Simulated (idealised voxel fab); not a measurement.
voxel released beams: a process module
Section cut is 215 nm wide and gridded with 5 nm square cells.
Cross-section, as written here: a square-cell grid given band by band from the top down, where a band holds one or more rows of cells.
A band entry consists of two parts. The first gives the height of the band's top and the height of its bottom, in nm. The rest lists the band's materials from left to right, each with its width in nm. A single material labelled with the word "everywhere" fills the band from edge to edge, and the word "blank" marks empty space.
Heights from 0 (as-received wafer is one material below). Bottom band endless downward, as "top 0, no bottom".
Width "30->40": first value at the band's top row of cells, second value at its bottom row, equal change from row to row.
The cross-section has no changed cell in any step marked "all unchanged".
"Closed voids list" means: voids of 8 cells or more that are shut off from the top with no open way through. Written width x height at distance, distance from the left edge, in nm.
On a step's line, text after the settings is the simulator commenting on that step.
"overlay nm" on a masked step: distance the mask lay right of its planned place, negative for left.
**The planned process steps are enumerated hereunder**
1. op RECEIVE | material Si
2. op CONFORMAL_DEP | material Al2O3 | thk nm 5
3. op DIRECTIONAL_DEP | material SiO2 | thk nm 10
4. op PATTERN | tone open | mask id ANCHOR | material resist | width nm 45 | thk nm 20 | overlay nm 0
5. op DIRECTIONAL_ETCH | etch materials SiO2 | depth nm 10
6. op STRIP | etch materials resist
7. op CONFORMAL_DEP | material W | thk nm 15
8. op MASKED_ETCH | tone cover | mask id BEAM | width nm 130 | etch materials W | depth nm 15 | overlay nm 0
9. op STRIP | etch materials SiO2
**The first of a set of two wafers, run to plan**
**Cross-section of the incoming wafer, state after step 1**
    top 0, no bottom | Si everywhere
    Closed voids list: none
**after step 2**
    top 5, bottom 0 | Al2O3 everywhere
    Below 0 it's all the same as before, nothing changed down there.
**after step 3**
    top 15, bottom 5 | SiO2 everywhere
    Below 5 it's all the same as before, nothing changed down there.
**after step 4**
    top 35, bottom 15 | 45 of resist  45 of blank  125 of resist
    Below 15 it's all the same as before, nothing changed down there.
**after step 5**
    top 35, bottom 15 | 45 of resist  45 of blank  125 of resist
    top 15, bottom 5 | 45 of SiO2  45 of blank  125 of SiO2
    Below 5 it's all the same as before, nothing changed down there.
**after step 6**
    top 15, bottom 5 | 45 of SiO2  45 of blank  125 of SiO2
    Below 5 it's all the same as before, nothing changed down there.
**after step 7**
    top 30, bottom 20 | 60 of W  15 of blank  140 of W
    top 20, bottom 15 | W everywhere
    top 15, bottom 5 | 45 of SiO2  45 of W  125 of SiO2
    Below 5 it's all the same as before, nothing changed down there.
**after step 8**
    top 30, bottom 20 | 40 of blank  20 of W  15 of blank  95 of W  45 of blank
    top 20, bottom 15 | 40 of blank  130 of W  45 of blank
    Below 15 it's all the same as before, nothing changed down there.
**after step 9**
    top 30, bottom 20 | 40 of blank  20 of W  15 of blank  95 of W  45 of blank
    top 20, bottom 15 | 40 of blank  130 of W  45 of blank
    top 15, bottom 5 | 45 of blank  45 of W  125 of blank
    Below 5 it's all the same as before, nothing changed down there.
**Wafer two: like wafer one in start and plan, but with one mistake in execution; identical up to and including step 7**
**Second wafer: cross-section at the scheduled end of step 8**
    top 30, bottom 20 | 45 of blank  15 of W  15 of blank  95 of W  45 of blank
    top 20, bottom 15 | 45 of blank  125 of W  45 of blank
    Below 15 it's all the same as before, nothing changed down there.
**Second wafer: cross-section at the scheduled end of step 9**
    top 30, bottom 20 | 45 of blank  15 of W  15 of blank  95 of W  45 of blank
    top 20, bottom 15 | 45 of blank  125 of W  45 of blank
    top 15, bottom 5 | 45 of blank  45 of W  125 of blank
    Below 5 it's all the same as before, nothing changed down there.
Heads up, the wafer didn't run the way we planned it: heads up, step 8 didn't go per plan, it actually ran as op MASKED_ETCH | tone cover | mask id BEAM | width nm 125 | etch materials W | depth nm 15 | overlay nm 0
Final cells, second wafer relative to first, materials higher or lower: W -3
